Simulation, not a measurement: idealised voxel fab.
process module | voxel capacitor over wiring
cross-section cut | 210 nm wide | cells 5 nm
A cross-section is a grid of square cells, given in bands from the top down. A band is one or more rows of cells.
Each band's line starts with the height of the band's top and of its bottom, in nm. Then come its materials from left to right, each with its width in nm. One material with "throughout" fills the band from edge to edge. "air" is empty space.
Height 0 is the level under which the wafer as received is all one material. The lowest band goes on downwards, as in "0 down".
A width such as "30 to 40" changes by the same amount from each row of cells to the next, from the band's top row to its bottom row.
"no change" after a step means that no cell of the cross-section changed.
closed voids: empty space of 8 cells or more with no open way to the top, each as width x height at its distance from the left edge, in nm
after a step's settings: what the simulator itself notes on the step
overlay nm, on a step with a mask: how far to the right of its planned place the mask lay; to the left if negative
plan
1 op RECEIVE | material Si
2 op CONFORMAL_DEP | material SiO2 | thk nm 10
3 op CONFORMAL_DEP | material SiCN | thk nm 5
4 op DIRECTIONAL_DEP | material SiO2 | thk nm 15
5 op PATTERN | tone open | mask id METAL_1 | material resist | width nm 30 | pitch nm 95 | thk nm 20 | overlay nm 0
6 op DIRECTIONAL_ETCH | etch materials SiO2 | depth nm 15
7 op DIRECTIONAL_ETCH | etch materials SiCN | depth nm 5
8 op STRIP | etch materials resist
9 op CONFORMAL_DEP | material TiN | thk nm 5
10 op FILL_DEP | material Cu | thk nm 5
11 op CMP | height nm 30
12 op CONFORMAL_DEP | material SiCN | thk nm 5
13 op DIRECTIONAL_DEP | material lowk | thk nm 20
14 op PATTERN | tone open | mask id PLUG_1 | material resist | width nm 15 | thk nm 15 | overlay nm 0
15 op DIRECTIONAL_ETCH | etch materials lowk | depth nm 20
16 op DIRECTIONAL_ETCH | etch materials SiCN | depth nm 5
17 op STRIP | etch materials resist
18 op EPI | material Ru | thk nm 10
19 op EPI | material Ru | thk nm 10
20 op EPI | material Ru | thk nm 5
21 op DIRECTIONAL_DEP | material TiN | thk nm 5
22 op DIRECTIONAL_DEP | material HfO2 | thk nm 5
23 op DIRECTIONAL_DEP | material TiN | thk nm 5
24 op MASKED_ETCH | tone cover | mask id UPPER_PLATE | width nm 70 | etch materials TiN | depth nm 5 | overlay nm 0
25 op MASKED_ETCH | tone cover | mask id UPPER_PLATE | width nm 70 | etch materials HfO2 | depth nm 5 | overlay nm 0
26 op MASKED_ETCH | tone cover | mask id LOWER_PLATE | width nm 80 | etch materials TiN | depth nm 5 | overlay nm 0
27 op FILL_DEP | material SiO2 | thk nm 15
28 op CMP | height nm 80
29 op DIRECTIONAL_DEP | material aC | thk nm 15
30 op PATTERN | tone open | mask id PLUG_2 | material resist | width nm 15 | thk nm 30 | overlay nm 0
31 op DIRECTIONAL_ETCH | etch materials aC | depth nm 15
32 op STRIP | etch materials resist
33 op DIRECTIONAL_ETCH | etch materials SiO2 | depth nm 10
34 op STRIP | etch materials aC
35 op CONFORMAL_DEP | material TiN | thk nm 5
36 op FILL_DEP | material W | thk nm 5
37 op CMP | height nm 80
38 op CONFORMAL_DEP | material SiN | thk nm 5
as received, after step 1
  0 down: Si throughout
  closed voids: none
a wafer at the end: this start, this plan, one mistake
  85 to 80: SiN throughout
  80 to 75: SiO2 65 | TiN 5 | W 5 | TiN 5 | SiO2 130
  75 to 65: SiO2 65 to 55 | TiN 15 to 75 | SiO2 130 to 80
  65 to 60: SiO2 55 | HfO2 75 | SiO2 80
  60 to 55: SiO2 50 | TiN 80 | SiO2 80
  55 to 35: lowk 55 | Ru 15 | lowk 140
  35 to 30: SiCN 55 | Ru 15 | SiCN 140
  30 to 15: SiO2 40 | TiN 5 | Cu 20 | TiN 5 | SiO2 65 | TiN 5 | Cu 20 | TiN 5 | SiO2 45
  15 to 10: SiCN 40 | TiN 30 | SiCN 65 | TiN 30 | SiCN 45
  10 to 0: SiO2 throughout
  0 down: Si throughout
  closed voids: none
what went wrong: step 24 ran as: op MASKED_ETCH | tone cover | mask id UPPER_PLATE | width nm 75 | etch materials TiN | depth nm 5 | overlay nm 0
